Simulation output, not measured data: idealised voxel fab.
A process module follows: voxel released beams.
Each square cell in cross-section cut measures 5 nm, and the section as a whole is 290 nm wide.
Cross-section = grid of square cells, listed top down in bands; band = one or more rows.
A band entry consists of two parts. The first gives the height of the band's top and the height of its bottom, in nm. The rest lists the band's materials from left to right, each with its width in nm. A single material labelled with the word "all across" fills the band from edge to edge, and the word "air" marks empty space.
All heights in this document are referenced to 0, defined as the level beneath which the wafer, as received, consists entirely of one material. The lowest band is not bounded below; it extends indefinitely downward and is written in the form "from 0 down".
A width given as "30..40" starts at the first number in the band's top row and ends at the second number in its bottom row, shifting by an equal amount at every step from row to row.
Reading "identical to before" for a step: not a cell of the cross-section changed in it.
Cavities, closed: empty space of 8 cells or more with no open way to the top, each as width x height at its distance from the left edge, in nm
after a step's settings: what the simulator itself notes on the step
"overlay nm" on a masked step: distance the mask lay right of its planned place, negative for left.
Process steps - plan:
1 RECEIVE, material Si
2 CONFORMAL_DEP, material SiN, thk nm 10
3 DIRECTIONAL_DEP, material SiO2, thk nm 10
4 PATTERN, tone open, mask id ANCHOR, material resist, width nm 25, thk nm 15, overlay nm 0
5 DIRECTIONAL_ETCH, etch materials SiO2, depth nm 10
6 STRIP, etch materials resist
7 CONFORMAL_DEP, material W, thk nm 10
8 PATTERN, tone cover, mask id BEAM, material resist, width nm 75, thk nm 15, overlay nm 0
9 DIRECTIONAL_ETCH, etch materials W, depth nm 10
10 STRIP, etch materials resist
11 STRIP, etch materials SiO2
First of two wafers: run as planned:
This is the cross-section of the wafer as we received it, i.e. after step 1:
from 0 down  Si all across
Cavities, closed: none
Wafer section view after processing step 2:
from 10 to 0  SiN all across
Nothing below the height 0 has changed.
Wafer section view after processing step 3:
from 20 to 10  SiO2 all across
Nothing below the height 10 has changed.
Wafer section view after processing step 4:
from 35 to 20  110 of resist; 25 of air; 155 of resist
Nothing below the height 20 has changed.
Wafer section view after processing step 5:
from 35 to 20  110 of resist; 25 of air; 155 of resist
from 20 to 10  110 of SiO2; 25 of air; 155 of SiO2
Nothing below the height 10 has changed.
Wafer section view after processing step 6:
from 20 to 10  110 of SiO2; 25 of air; 155 of SiO2
Nothing below the height 10 has changed.
Wafer section view after processing step 7:
from 30 to 20  120 of W; 5 of air; 165 of W
from 20 to 10  110 of SiO2; 25 of W; 155 of SiO2
Nothing below the height 10 has changed.
Wafer section view after processing step 8:
from 45 to 30  105 of air; 75 of resist; 110 of air
from 30 to 20  120 of W; 5 of resist; 165 of W
Nothing below the height 20 has changed.
Wafer section view after processing step 9:
from 45 to 30  105 of air; 75 of resist; 110 of air
from 30 to 20  105 of air; 15 of W; 5 of resist; 55 of W; 110 of air
Nothing below the height 20 has changed.
Wafer section view after processing step 10:
from 30 to 20  105 of air; 15 of W; 5 of air; 55 of W; 110 of air
Nothing below the height 20 has changed.
Wafer section view after processing step 11:
from 30 to 20  105 of air; 15 of W; 5 of air; 55 of W; 110 of air
from 20 to 10  110 of air; 25 of W; 155 of air
Nothing below the height 10 has changed.
Second wafer: same start and same plan as the first, one execution error; identical to the first through step 9:
What the second wafer looks like in cross-section when step 10 should have wrapped up:
from 30 to 20  105 of air; 15 of W; 5 of air; 55 of W; 110 of air
Nothing below the height 20 has changed.
What the second wafer looks like in cross-section when step 11 should have wrapped up:
from 30 to 20  105 of air; 15 of W; 5 of air; 55 of W; 110 of air
from 20 to 10  110 of air; 25 of W; 155 of air
Nothing below the height 10 has changed.
In executing the process, a mistake was made relative to the plan: step 10 of the plan was twice carried out
Given identical final cross-sections on the two wafers, the mistake has no effect on any quantity computed by this model.
